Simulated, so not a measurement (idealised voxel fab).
The name of this process module is voxel local oxidation.
It is cross-section cut that appears here, measuring 250 nm in width, its square cells being 5 nm in size.
Throughout this document, each cross-section is represented as a grid of square cells and is presented as a sequence of bands enumerated from the top downward, where a band comprises one or more rows of cells. Read a band's entry like this: the first values are the height of its top and the height of its bottom in nm, and what follows is the sequence of materials from left to right, each with its width in nm. Note that "blank" is empty space, and that a single material marked "throughout" reaches across the band from edge to edge. A quick word on heights: they are counted from 0, and under that level the wafer as it came to us is one material throughout. The lowest band is different from the rest in having no bottom; it simply continues downward, written as in "0 -> down". Width "30 to 40": first value at the band's top row of cells, second value at its bottom row, equal change from row to row. When a step is marked "same as before", none of the cells in the cross-section changed during that step. In "Fully enclosed voids" the enclosed voids are listed, meaning empty spaces of 8 cells or larger without any opening to the top. The form is width x height at distance, distance from the left edge, units nm. Past the settings on a step's line: simulator remark, on that step. overlay nm: right-of-plan distance of the mask on a masked step; negative values mean left-of-plan.
# The planned process steps are enumerated hereunder
1. RECEIVE with material Si
2. CONFORMAL_DEP with material SiO2, thk nm 5
3. CONFORMAL_DEP with material SiN, thk nm 15
4. PATTERN with tone cover, mask id ACTIVE, material resist, width nm 130, thk nm 15, overlay nm 0
5. DIRECTIONAL_ETCH with etch materials SiN, depth nm 15
6. STRIP with etch materials resist
7. SELECTIVE_ETCH with etch materials SiO2, depth nm 5
8. OXIDIZE with depth nm 15
9. STRIP with etch materials SiN
# Cross-section: wafer on arrival = after step 1
- 0 -> down | Si throughout
- Fully enclosed voids: none
# Wafer cross-section at module end: first of two, run to plan
- 5 -> 0 | 65 blank, then 120 SiO2, then 65 blank
- 0 -> -15 | 80 SiO2, then 90 Si, then 80 SiO2
- -15 -> down | Si throughout
- Fully enclosed voids: none
# second wafer at the end: like start, like plan, one mistake
- 5 -> 0 | 70 blank, then 115 SiO2, then 65 blank
- 0 -> -15 | 85 SiO2, then 85 Si, then 80 SiO2
- -15 -> down | Si throughout
- Fully enclosed voids: none
Here's what went sideways: the process deviated at step 4: the operation and settings actually run there were PATTERN with tone cover, mask id ACTIVE, material resist, width nm 125, thk nm 15, overlay nm 0
The closing comparison, in cells, has the second wafer with more or fewer of some materials than the first: -3 Si; +2 SiO2
